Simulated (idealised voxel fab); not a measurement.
The name of this process module is voxel self aligned vias.
Cross-section cut spans 280 nm and uses square cells 5 nm in size.
A cross-section is written here as square cells arranged in a grid, and it is given in bands from the top down, each band taking up one or more rows of cells. A band entry consists of two parts. The first gives the height of the band's top and the height of its bottom, in nm. The rest lists the band's materials from left to right, each with its width in nm. A single material labelled with the word "full width" fills the band from edge to edge, and the word "empty" marks empty space. Measure heights from 0. That's the level where, below it, the as-received wafer is all one material. The lowest band is bottomless and extends downward; write it as in "z 0 and below". When a width is written as two numbers, as in "30 to 40", the first number is the width in the top row of cells of the band and the second is the width in its bottom row, and the width changes by the same amount from each row to the next. Reading "changes: none" for a step: not a cell of the cross-section changed in it. Basically, "Catalogued sealed voids" tells you about the enclosed voids: empty spaces with no open way to the top, 8 cells or bigger, each written width x height at distance, where distance is from the left edge, all in nm. It should be noted that, on the line of a given step, the content following the step's settings is a remark produced by the simulator itself with respect to that step. overlay nm: where the mask lay relative to plan, measured to the right, on steps with a mask; negatives go left.
[Set out below are the planned steps of the process]
step 1: RECEIVE [material Si]
step 2: CONFORMAL_DEP [material SiO2] [thk nm 10]
step 3: CONFORMAL_DEP [material SiCN] [thk nm 5]
step 4: DIRECTIONAL_DEP [material SiO2] [thk nm 30]
step 5: MASKED_ETCH [tone open] [mask id LINES] [width nm 30] [pitch nm 70] [etch materials SiO2] [depth nm 30] [overlay nm 0]
step 6: CONFORMAL_DEP [material TiN] [thk nm 5]
step 7: FILL_DEP [material Ru] [thk nm 10]
step 8: CMP [height nm 45]
step 9: SELECTIVE_ETCH [etch materials W Ru TiN] [depth nm 5]
step 10: FILL_DEP [material SiN] [thk nm 5]
step 11: CMP [height nm 45]
step 12: DIRECTIONAL_DEP [material SiO2] [thk nm 20]
step 13: MASKED_ETCH [tone open] [mask id VIAS] [width nm 50] [etch materials SiO2] [depth nm 20] [overlay nm 0]
step 14: MASKED_ETCH [tone open] [mask id VIAS] [width nm 50] [etch materials SiN] [depth nm 5] [overlay nm 0]
step 15: CONFORMAL_DEP [material TiN] [thk nm 5]
step 16: FILL_DEP [material W] [thk nm 10]
step 17: CMP [height nm 65]
step 18: CONFORMAL_DEP [material SiCN] [thk nm 5]
[Shown in cross-section is the wafer as received, that is, as it stands after step 1]
- z 0 and below  Si full width
- Catalogued sealed voids: none
[First of two wafers: cross-section at end of module, run per plan]
- z 70 to 65  SiCN full width
- z 65 to 50  80 of SiO2, then 5 of TiN, then 40 of W, then 5 of TiN, then 150 of SiO2
- z 50 to 45  80 of SiO2, then 15 of TiN, then 20 of W, then 15 of TiN, then 150 of SiO2
- z 45 to 40  90 of SiO2, then 30 of TiN, then 40 of SiO2, then 30 of SiN, then 90 of SiO2
- z 40 to 20  90 of SiO2, then 5 of TiN, then 20 of Ru, then 5 of TiN, then 40 of SiO2, then 5 of TiN, then 20 of Ru, then 5 of TiN, then 90 of SiO2
- z 20 to 15  90 of SiO2, then 30 of TiN, then 40 of SiO2, then 30 of TiN, then 90 of SiO2
- z 15 to 10  SiCN full width
- z 10 to 0  SiO2 full width
- z 0 and below  Si full width
- Catalogued sealed voids: none
[Second wafer of the two, sectioned at the end of the module. It began like the first and followed the same plan, but one mistake was made while running it]
- z 70 to 65  SiCN full width
- z 65 to 50  80 of SiO2, then 5 of TiN, then 40 of W, then 5 of TiN, then 150 of SiO2
- z 50 to 45  80 of SiO2, then 5 of TiN, then 20 of W, then 25 of TiN, then 150 of SiO2
- z 45 to 40  80 of SiO2, then 30 of TiN, then 40 of SiO2, then 30 of SiN, then 100 of SiO2
- z 40 to 20  80 of SiO2, then 5 of TiN, then 20 of Ru, then 5 of TiN, then 40 of SiO2, then 5 of TiN, then 20 of Ru, then 5 of TiN, then 100 of SiO2
- z 20 to 15  80 of SiO2, then 30 of TiN, then 40 of SiO2, then 30 of TiN, then 100 of SiO2
- z 15 to 10  SiCN full width
- z 10 to 0  SiO2 full width
- z 0 and below  Si full width
- Catalogued sealed voids: none
Against the plan, the run slipped here: step 5 ran with different settings than intended, the actual operation and settings being MASKED_ETCH [tone open] [mask id LINES] [width nm 30] [pitch nm 70] [etch materials SiO2] [depth nm 30] [overlay nm -10]
At the end, the second wafer has the same number of cells of each material as the first, but those cells sit in other places.
